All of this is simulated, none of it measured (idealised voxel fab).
Process module in this document: voxel transistor to metal
The cross-section shown here is cut; it is 200 nm wide and divided into square cells measuring 5 nm on a side.
Cross-section spec: square-cell grid; bands listed top down; each band is one or more rows. It is stipulated that each band's entry specify, in nanometres, the height of the top of the band and then that of its bottom, followed by the materials of the band in left-to-right sequence, each together with its width in nanometres. A single material marked by the word "all across" is understood to fill the band from edge to edge; the word "blank" is understood to denote empty space. Below 0: as-received wafer, all one material; heights counted from there. Lowest band: no bottom, goes on down, written "0 and below". The expression "30 to 40" gives the width at the extremes of the band, the first number at its top row of cells and the second at its bottom row, with the width changing by equal amounts from each row to the next in between. You'll sometimes find "stayed the same" written for a step, and that's the way of saying that nowhere in the cross-section did a cell change during that step. Under "Closed void roster" you'll find the enclosed gaps, the ones with no way out to the top, that are 8 cells or bigger; each reads width x height at distance, with distance counted from the left edge, everything in nm. Read whatever lies past the settings on a step's line as the simulator's own remark about the step. When a step includes a mask, the "overlay nm" setting on its line states how far to the right of its planned place that mask lay, and negative values state how far to the left.
## Intended process steps
1) RECEIVE [material Si]
2) CONFORMAL_DEP [material SiO2] [thk nm 5]
3) CONFORMAL_DEP [material SiN] [thk nm 15]
4) MASKED_ETCH [tone cover] [mask id ACTIVE] [width nm 110] [etch materials SiN] [depth nm 15] [overlay nm 0]
5) MASKED_ETCH [tone cover] [mask id ACTIVE] [width nm 110] [etch materials SiO2] [depth nm 5] [overlay nm 0]
6) MASKED_ETCH [tone cover] [mask id ACTIVE] [width nm 110] [etch materials Si] [depth nm 30] [overlay nm 0]
7) FILL_DEP [material SiO2] [thk nm 15]
8) CMP [height nm 20]
9) SELECTIVE_ETCH [etch materials SiO2] [depth nm 5]
10) STRIP [etch materials SiN]
11) SELECTIVE_ETCH [etch materials SiO2] [depth nm 5]
12) OXIDIZE [depth nm 5]
13) DIRECTIONAL_DEP [material polySi] [thk nm 20]
14) DIRECTIONAL_DEP [material SiCN] [thk nm 10]
15) PATTERN [tone cover] [mask id GATE] [material resist] [width nm 20] [thk nm 20] [overlay nm 0]
16) DIRECTIONAL_ETCH [etch materials SiCN] [depth nm 20]
17) DIRECTIONAL_ETCH [etch materials polySi] [depth nm 30]
18) STRIP [etch materials resist]
19) CONFORMAL_DEP [material SiN] [thk nm 5]
20) DIRECTIONAL_ETCH [etch materials SiN] [depth nm 5]
21) DIRECTIONAL_ETCH [etch materials SiO2] [depth nm 5]
22) DIRECTIONAL_ETCH [etch materials Si] [depth nm 10]
23) EPI [material SiGe] [thk nm 10]
24) FILL_DEP [material SiO2] [thk nm 10]
25) CMP [height nm 30]
26) DIRECTIONAL_DEP [material SiO2] [thk nm 10]
27) MASKED_ETCH [tone open] [mask id CONTACT] [width nm 15] [pitch nm 75] [etch materials SiO2] [depth nm 45] [overlay nm 0]
28) CONFORMAL_DEP [material TiN] [thk nm 5]
29) FILL_DEP [material W] [thk nm 10]
30) CMP [height nm 40]
31) CONFORMAL_DEP [material SiCN] [thk nm 5]
32) DIRECTIONAL_DEP [material lowk] [thk nm 20]
33) MASKED_ETCH [tone open] [mask id METAL_1] [width nm 15] [pitch nm 75] [etch materials lowk] [depth nm 20] [overlay nm 0]
34) MASKED_ETCH [tone open] [mask id METAL_1] [width nm 15] [pitch nm 75] [etch materials SiCN] [depth nm 5] [overlay nm 0]
35) CONFORMAL_DEP [material TiN] [thk nm 5]
36) FILL_DEP [material Cu] [thk nm 5]
37) CMP [height nm 65]
38) EPI [material Ru] [thk nm 5]
39) FILL_DEP [material SiCN] [thk nm 5]
## Incoming wafer, cross-sectional view, post step 1
- 0 and below  Si all across
- Closed void roster: none
## Module complete - cross-section of the first of two wafers, run according to plan
- 75 down to 70  SiCN all across
- 70 down to 65  SiCN (50); Ru (25); SiCN (50); Ru (25); SiCN (50)
- 65 down to 45  lowk (55); TiN (5); Cu (5); TiN (5); lowk (60); TiN (5); Cu (5); TiN (5); lowk (55)
- 45 down to 40  SiCN (55); TiN (15); SiCN (60); TiN (15); SiCN (55)
- 40 down to 30  SiO2 (55); TiN (5); W (5); TiN (5); SiO2 (60); TiN (5); W (5); TiN (5); SiO2 (55)
- 30 down to 20  SiO2 (55); TiN (5); W (5); TiN (5); SiO2 (15); SiN (5); SiCN (20); SiN (5); SiO2 (15); TiN (5); W (5); TiN (5); SiO2 (55)
- 20 down to 10  SiO2 (55); TiN (5); W (5); TiN (5); SiO2 (15); SiN (5); polySi (20); SiN (5); SiO2 (15); TiN (5); W (5); TiN (5); SiO2 (55)
- 10 down to 5  SiO2 (40); SiN (5); SiO2 (10); TiN (5); W (5); TiN (5); SiO2 (15); SiN (5); polySi (20); SiN (5); SiO2 (15); TiN (5); W (5); TiN (5); SiO2 (10); SiN (5); SiO2 (40)
- 5 down to 0  SiO2 (40); SiN (5); SiO2 (10); TiN (5); W (5); TiN (5); SiO2 (5); SiGe (10); SiN (5); polySi (20); SiN (5); SiGe (10); SiO2 (5); TiN (5); W (5); TiN (5); SiO2 (10); SiN (5); SiO2 (40)
- 0 down to -5  SiO2 (55); TiN (15); SiO2 (5); SiGe (10); SiO2 (30); SiGe (10); SiO2 (5); TiN (15); SiO2 (55)
- -5 down to -15  SiO2 (45); SiGe (40); Si (30); SiGe (40); SiO2 (45)
- -15 down to -30  SiO2 (45); Si (110); SiO2 (45)
- -30 and below  Si all across
- Closed void roster: none
## Presented here is a cross-section of the second of the two wafers as it stood at the end of the module. It was started in the same manner and assigned the same plan as the first wafer; however, one mistake was made in its execution
- 85 down to 70  SiCN all across
- 70 down to 65  SiCN (50); Ru (25); SiCN (50); Ru (25); SiCN (50)
- 65 down to 45  lowk (55); TiN (5); Cu (5); TiN (5); lowk (60); TiN (5); Cu (5); TiN (5); lowk (55)
- 45 down to 40  SiCN (55); TiN (15); SiCN (60); TiN (15); SiCN (55)
- 40 down to 30  SiO2 (55); TiN (5); W (5); TiN (5); SiO2 (60); TiN (5); W (5); TiN (5); SiO2 (55)
- 30 down to 20  SiO2 (55); TiN (5); W (5); TiN (5); SiO2 (15); SiN (5); SiCN (20); SiN (5); SiO2 (15); TiN (5); W (5); TiN (5); SiO2 (55)
- 20 down to 10  SiO2 (55); TiN (5); W (5); TiN (5); SiO2 (15); SiN (5); polySi (20); SiN (5); SiO2 (15); TiN (5); W (5); TiN (5); SiO2 (55)
- 10 down to 5  SiO2 (40); SiN (5); SiO2 (10); TiN (5); W (5); TiN (5); SiO2 (15); SiN (5); polySi (20); SiN (5); SiO2 (15); TiN (5); W (5); TiN (5); SiO2 (10); SiN (5); SiO2 (40)
- 5 down to 0  SiO2 (40); SiN (5); SiO2 (10); TiN (5); W (5); TiN (5); SiO2 (5); SiGe (10); SiN (5); polySi (20); SiN (5); SiGe (10); SiO2 (5); TiN (5); W (5); TiN (5); SiO2 (10); SiN (5); SiO2 (40)
- 0 down to -5  SiO2 (55); TiN (15); SiO2 (5); SiGe (10); SiO2 (30); SiGe (10); SiO2 (5); TiN (15); SiO2 (55)
- -5 down to -15  SiO2 (45); SiGe (40); Si (30); SiGe (40); SiO2 (45)
- -15 down to -30  SiO2 (45); Si (110); SiO2 (45)
- -30 and below  Si all across
- Closed void roster: none
Diagnosis: the process deviated at step 39: the operation and settings actually run there were FILL_DEP [material SiCN] [thk nm 15]
Count the cells at the end and the second wafer has more or fewer of some materials than the first: SiCN +80
